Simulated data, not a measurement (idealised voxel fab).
The name of this process module is voxel released beams.
Cross-section cut: width 140 nm, square cells of 5 nm.
Each cross-section below is a grid of square cells, stated as bands in top-down order, with one or more rows of cells making up each band. For a band, the entry starts with two heights in nm, that of the top and then that of the bottom, and carries on with the band's materials in order from left to right, each alongside its width in nm; the word "edge to edge" beside a single material means it fills the band edge to edge, and "blank" means empty space. Heights are expressed relative to 0, this being the level below which the as-received wafer comprises one material exclusively. The lowest band is unbounded in the downward direction and is denoted as in "0 -> down". Think of "30 to 40" as a width that walks from the first number to the second as you go down the band, top row to bottom row, taking equal-sized steps from row to row. You'll sometimes find "stayed the same" written for a step, and that's the way of saying that nowhere in the cross-section did a cell change during that step. Each empty space that has no open way to the top and spans at least 8 cells appears under "Closed cavity list" as width x height at distance, the distance counted from the left edge, all in nm. If you see something after the settings on a step's line, that's the simulator's own remark about that step. What "overlay nm" on a step's line means: if the step has a mask, that mask lay this far to the right of its planned place, or, when the value is negative, to the left.

So here's the lineup of process steps we planned:
1: RECEIVE: material Si
2: CONFORMAL_DEP: material SiN, thk nm 10
3: DIRECTIONAL_DEP: material SiO2, thk nm 10
4: MASKED_ETCH: tone open, mask id ANCHOR, width nm 35, etch materials SiO2, depth nm 10, overlay nm 0
5: CONFORMAL_DEP: material polySi, thk nm 15
6: DIRECTIONAL_DEP: material aC, thk nm 15
7: PATTERN: tone cover, mask id BEAM, material resist, width nm 80, thk nm 35, overlay nm 0
8: DIRECTIONAL_ETCH: etch materials aC, depth nm 15
9: STRIP: etch materials resist
10: DIRECTIONAL_ETCH: etch materials polySi, depth nm 15
11: STRIP: etch materials aC
12: STRIP: etch materials SiO2

Delivered wafer in cross-section: state after step 1:
    0 -> down | Si edge to edge
    Closed cavity list: none

Wafer cross-section at end of module: start and plan as shown above, one execution error:
    20 -> 10 | 30 nm SiO2, 35 nm blank, 75 nm SiO2
    10 -> 0 | SiN edge to edge
    0 -> down | Si edge to edge
    Closed cavity list: none
Against the plan, the run slipped here: heads up, step 12 didn't go per plan, it actually ran as STRIP: etch materials polySi
